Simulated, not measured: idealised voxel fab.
Process module heading - voxel spacer lines
The figure presents cross-section cut, which has a width of 165 nm and is divided into square cells with an edge length of 5 nm.
Heads up, the way a cross-section reads in here is a grid of square cells, handed over as bands from the top down, with every band being one or more rows of cells. Look at the band entry: it leads with the top's height and the bottom's height in nm. Then it lists the materials left to right, with a width in nm for each. The word "full width" on a single material says that material fills the band edge to edge. The word "air" is empty space. Ref level 0: as-received wafer is one material below here. Bottom band extends down with no lower bound ("0 and below"). The two numbers in a width such as "30 to 40" mark its ends across the band: the first belongs to the top row of cells, the second to the bottom row, and from each row to the next the width moves by the same amount. The cross-section has no changed cell in any step marked "nothing got changed". So "Enclosed void catalog" is basically the list of trapped voids: any empty space of 8 cells or more that can't reach the top through an opening. They're written width x height at distance, the distance being from the left edge, and it's all nm. Note: text after step settings on the step line = simulator remark on that step. Each step line may optionally specify "overlay nm", which for a step with a mask gives the rightward distance between the mask's planned place and where it lay, a negative value indicating the leftward direction.

**Steps planned for the process**
step 1: RECEIVE (material Si)
step 2: CONFORMAL_DEP (material Al2O3; thk nm 5)
step 3: DIRECTIONAL_DEP (material polySi; thk nm 20)
step 4: DIRECTIONAL_DEP (material aC; thk nm 25)
step 5: PATTERN (tone cover; mask id MANDREL; material resist; width nm 20; pitch nm 70; thk nm 35; overlay nm -15)
step 6: DIRECTIONAL_ETCH (etch materials aC; depth nm 25)
step 7: STRIP (etch materials resist)
step 8: CONFORMAL_DEP (material SiO2; thk nm 15)
step 9: DIRECTIONAL_ETCH (etch materials SiO2; depth nm 15)
step 10: STRIP (etch materials aC)
step 11: DIRECTIONAL_ETCH (etch materials polySi; depth nm 20)
step 12: STRIP (etch materials SiO2)
Keep in mind the plan's value for the overlay nm of step 5 comes from the first wafer; the wafers don't share that setting, but they do share the same starting point.

**first wafer as received, after step 1**
	0 and below  Si full width
	Enclosed void catalog: none

**Table: wafers, a row each; end-of-module cell change per material since receipt, gain (+), loss (-); then closed voids**
overlay nm -15, +33 Al2O3, +48 polySi, Enclosed void catalog: none
overlay nm -10, +33 Al2O3, +48 polySi, Enclosed void catalog: none
overlay nm -5, +33 Al2O3, +48 polySi, Enclosed void catalog: none
overlay nm 0, +33 Al2O3, +48 polySi, Enclosed void catalog: none
overlay nm 5, +33 Al2O3, +48 polySi, Enclosed void catalog: none
overlay nm 10, +33 Al2O3, +48 polySi, Enclosed void catalog: none
overlay nm 15, +33 Al2O3, +48 polySi, Enclosed void catalog: none
